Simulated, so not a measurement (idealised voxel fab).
Process module, titled voxel fin reveal
FYI the section here is cut, 255 nm wide, cells are 5 nm squares.
Notation: cross-section as square-cell grid; stated in bands, top first, going down; one or more cell rows per band.
It is stipulated that each band's entry specify, in nanometres, the height of the top of the band and then that of its bottom, followed by the materials of the band in left-to-right sequence, each together with its width in nanometres. A single material marked by the word "edge to edge" is understood to fill the band from edge to edge; the word "air" is understood to denote empty space.
Height datum 0, below which the as-received substrate wafer is one material. Lowest band open at the bottom, running downward: "0 nm and below".
Per-row width for "30..40": begins at first number (top row of band), ends at second number (bottom row), increment between rows held constant.
"nothing changed" -> step changed no cross-section cell.
Voids not open to the top, 8 cells minimum: see "Listed closed voids". Written width x height at distance; distance is from the left edge; nm.
Anything after a step's settings on that line? It's the simulator's own note about the step.
Among the settings permitted on a step's line is "overlay nm"; applied to a step with a mask, it specifies the extent to which the mask lay to the right of its planned position, whereas a negative figure signifies a position to the left.

-- Planned step list for the process
1: op RECEIVE | material Si
2: op CONFORMAL_DEP | material SiN | thk nm 5
3: op PATTERN | tone cover | mask id FINS | material resist | width nm 15 | pitch nm 45 | thk nm 15 | overlay nm 0
4: op DIRECTIONAL_ETCH | etch materials SiN | depth nm 5
5: op DIRECTIONAL_ETCH | etch materials Si | depth nm 30
6: op STRIP | etch materials resist
7: op FILL_DEP | material SiO2 | thk nm 5
8: op CMP | height nm 5
9: op SELECTIVE_ETCH | etch materials SiO2 | depth nm 15
10: op STRIP | etch materials SiN

-- What follows covers the first of two wafers; it ran as planned

-- As-received state of the wafer in cross-section, equivalent to post-step 1
	0 nm and below  Si edge to edge
	Listed closed voids: none

-- Upon completion of step 2, the wafer appears in cross-section as shown
	5 nm to 0 nm  SiN edge to edge
	Below 0, the layers are the same as they were.

-- Upon completion of step 3, the wafer appears in cross-section as shown
	20 nm to 5 nm  air 50 / resist 15 / air 30 / resist 15 / air 30 / resist 15 / air 30 / resist 15 / air 55
	Below 5, the layers are the same as they were.

-- Upon completion of step 4, the wafer appears in cross-section as shown
	20 nm to 5 nm  air 50 / resist 15 / air 30 / resist 15 / air 30 / resist 15 / air 30 / resist 15 / air 55
	5 nm to 0 nm  air 50 / SiN 15 / air 30 / SiN 15 / air 30 / SiN 15 / air 30 / SiN 15 / air 55
	Below 0, the layers are the same as they were.

-- Upon completion of step 5, the wafer appears in cross-section as shown
	20 nm to 5 nm  air 50 / resist 15 / air 30 / resist 15 / air 30 / resist 15 / air 30 / resist 15 / air 55
	5 nm to 0 nm  air 50 / SiN 15 / air 30 / SiN 15 / air 30 / SiN 15 / air 30 / SiN 15 / air 55
	0 nm to -30 nm  air 50 / Si 15 / air 30 / Si 15 / air 30 / Si 15 / air 30 / Si 15 / air 55
	Below -30, the layers are the same as they were.

-- Upon completion of step 6, the wafer appears in cross-section as shown
	5 nm to 0 nm  air 50 / SiN 15 / air 30 / SiN 15 / air 30 / SiN 15 / air 30 / SiN 15 / air 55
	Below 0, the layers are the same as they were.

-- Upon completion of step 7, the wafer appears in cross-section as shown
	10 nm to 5 nm  SiO2 edge to edge
	5 nm to 0 nm  SiO2 50 / SiN 15 / SiO2 30 / SiN 15 / SiO2 30 / SiN 15 / SiO2 30 / SiN 15 / SiO2 55
	0 nm to -30 nm  SiO2 50 / Si 15 / SiO2 30 / Si 15 / SiO2 30 / Si 15 / SiO2 30 / Si 15 / SiO2 55
	Below -30, the layers are the same as they were.

-- Upon completion of step 8, the wafer appears in cross-section as shown
	5 nm to 0 nm  SiO2 50 / SiN 15 / SiO2 30 / SiN 15 / SiO2 30 / SiN 15 / SiO2 30 / SiN 15 / SiO2 55
	Below 0, the layers are the same as they were.

-- Upon completion of step 9, the wafer appears in cross-section as shown
	5 nm to 0 nm  air 50 / SiN 15 / air 30 / SiN 15 / air 30 / SiN 15 / air 30 / SiN 15 / air 55
	0 nm to -10 nm  air 50 / Si 15 / air 30 / Si 15 / air 30 / Si 15 / air 30 / Si 15 / air 55
	Below -10, the layers are the same as they were.

-- Upon completion of step 10, the wafer appears in cross-section as shown
	0 nm to -10 nm  air 50 / Si 15 / air 30 / Si 15 / air 30 / Si 15 / air 30 / Si 15 / air 55
	Below -10, the layers are the same as they were.

-- What follows concerns the second wafer, which started out like the first and was meant to follow the very same plan; one mistake crept in when it was run, but everything up to and including step 9 is the same as for the first wafer

The second wafer in cross-section, at the planned close of step 10: nothing changed
Nonconformance to the process plan: step 10 of the plan never got run, it was skipped over
Materials where the second wafer ends with more or fewer cells than the first: 12 more of SiN
